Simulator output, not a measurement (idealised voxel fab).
Process module, titled voxel wiring stack
Cross-sectional view cut (width: 265 nm; square cell size: 5 nm).
This document writes a cross-section as a grid whose cells are square, and gives it as bands, listed from the top down; one or more rows of cells form a band.
Top, bottom (nm), then materials left to right with widths (nm); lone material tagged "all across" fills the whole band edge to edge; "air" = empty space.
Measure heights from 0. That's the level where, below it, the as-received wafer is all one material. The lowest band is bottomless and extends downward; write it as in "0 down".
A width such as "30 to 40" changes by the same amount from each row of cells to the next, from the band's top row to its bottom row.
Any step labelled "remained the same" changed none of the cells in the cross-section.
Under "Voids lacking openings" you'll find the enclosed gaps, the ones with no way out to the top, that are 8 cells or bigger; each reads width x height at distance, with distance counted from the left edge, everything in nm.
Formally, on a step line, whatever follows the settings is a remark that the simulator itself makes on the step.
A step's line can hold "overlay nm"; with a mask on that step, the setting says how far right of the planned place the mask lay, while a negative setting says it lay to the left.
This section lists the process steps that were planned
1: RECEIVE,material Si
2: CONFORMAL_DEP,material SiO2,thk nm 15
3: DIRECTIONAL_DEP,material TiN,thk nm 5
4: DIRECTIONAL_DEP,material Ru,thk nm 25
5: MASKED_ETCH,tone cover,mask id METAL_1,width nm 25,pitch nm 45,etch materials Ru,depth nm 25,overlay nm 0
6: MASKED_ETCH,tone cover,mask id METAL_1,width nm 25,pitch nm 45,etch materials TiN,depth nm 5,overlay nm 0
7: CONFORMAL_DEP,material SiN,thk nm 5
8: FILL_DEP,material SiO2,thk nm 5
9: CMP,height nm 45
10: CONFORMAL_DEP,material SiCN,thk nm 5
11: DIRECTIONAL_DEP,material lowk,thk nm 30
12: MASKED_ETCH,tone open,mask id METAL_2,width nm 25,pitch nm 45,etch materials lowk,depth nm 15,overlay nm 0
13: DIRECTIONAL_DEP,material aC,thk nm 10
14: PATTERN,tone open,mask id METAL_2_HOLES,material resist,width nm 15,pitch nm 45,thk nm 30,overlay nm 0
15: DIRECTIONAL_ETCH,etch materials aC,depth nm 10
16: STRIP,etch materials resist
17: DIRECTIONAL_ETCH,etch materials lowk,depth nm 15
18: DIRECTIONAL_ETCH,etch materials SiCN,depth nm 5
19: STRIP,etch materials aC
20: CONFORMAL_DEP,material TiN,thk nm 5
21: FILL_DEP,material Cu,thk nm 5
22: CMP,height nm 80
23: CONFORMAL_DEP,material SiCN,thk nm 5
24: DIRECTIONAL_DEP,material SiO2,thk nm 25
25: MASKED_ETCH,tone open,mask id METAL_3_HOLES,width nm 15,pitch nm 45,etch materials SiO2,depth nm 25,overlay nm 0
26: DIRECTIONAL_DEP,material aC,thk nm 15
27: PATTERN,tone open,mask id METAL_3,material resist,width nm 25,pitch nm 45,thk nm 35,overlay nm 0
28: DIRECTIONAL_ETCH,etch materials aC,depth nm 15
29: STRIP,etch materials resist
30: DIRECTIONAL_ETCH,etch materials SiO2,depth nm 15
31: DIRECTIONAL_ETCH,etch materials SiCN,depth nm 5
32: STRIP,etch materials aC
33: CONFORMAL_DEP,material TiN,thk nm 5
34: FILL_DEP,material Cu,thk nm 5
35: CMP,height nm 110
36: CONFORMAL_DEP,material SiCN,thk nm 5
37: DIRECTIONAL_DEP,material lowk,thk nm 30
38: MASKED_ETCH,tone open,mask id METAL_4,width nm 25,pitch nm 45,etch materials lowk,depth nm 20,overlay nm 0
39: PATTERN,tone open,mask id METAL_4_HOLES,material resist,width nm 15,pitch nm 45,thk nm 15,overlay nm 0
40: DIRECTIONAL_ETCH,etch materials lowk,depth nm 10
41: DIRECTIONAL_ETCH,etch materials SiCN,depth nm 5
42: STRIP,etch materials resist
43: CONFORMAL_DEP,material TiN,thk nm 5
44: FILL_DEP,material Cu,thk nm 10
45: CMP,height nm 145
46: CONFORMAL_DEP,material SiN,thk nm 5
Wafer at receipt (post step 1), cross-section
    0 down | Si all across
    Voids lacking openings: none
Same starting wafer, same plan as above, one mistake in the execution; this is the cross-section at the end of the module
    150 to 145 | SiN all across
    145 to 130 | lowk=75; TiN=5; Cu=15; TiN=5; lowk=20; TiN=5; Cu=15; TiN=5; lowk=20; TiN=5; Cu=15; TiN=5; lowk=75
    130 to 125 | lowk=75; TiN=5; Cu=5; TiN=15; lowk=20; TiN=5; Cu=5; TiN=15; lowk=20; TiN=5; Cu=5; TiN=15; lowk=75
    125 to 115 | lowk=75; TiN=5; Cu=5; TiN=5; lowk=30; TiN=5; Cu=5; TiN=5; lowk=30; TiN=5; Cu=5; TiN=5; lowk=85
    115 to 110 | SiCN=75; TiN=15; SiCN=30; TiN=15; SiCN=30; TiN=15; SiCN=85
    110 to 100 | SiO2=75; TiN=5; Cu=15; TiN=5; SiO2=20; TiN=5; Cu=15; TiN=5; SiO2=20; TiN=5; Cu=15; TiN=5; SiO2=75
    100 to 95 | SiO2=75; TiN=5; Cu=5; TiN=15; SiO2=20; TiN=5; Cu=5; TiN=15; SiO2=20; TiN=5; Cu=5; TiN=15; SiO2=75
    95 to 85 | SiO2=75; TiN=5; Cu=5; TiN=5; SiO2=30; TiN=5; Cu=5; TiN=5; SiO2=30; TiN=5; Cu=5; TiN=5; SiO2=85
    85 to 80 | SiCN=75; TiN=15; SiCN=30; TiN=15; SiCN=30; TiN=15; SiCN=85
    80 to 50 | lowk all across
    50 to 45 | SiCN all across
    45 to 20 | SiO2=70; SiN=5; Ru=25; SiN=5; SiO2=10; SiN=5; Ru=25; SiN=5; SiO2=10; SiN=5; Ru=25; SiN=5; SiO2=70
    20 to 15 | SiN=75; TiN=25; SiN=20; TiN=25; SiN=20; TiN=25; SiN=75
    15 to 0 | SiO2 all across
    0 down | Si all across
    Voids lacking openings: none
So what did we get wrong on this run? regarding the plan, step 11 was run twice
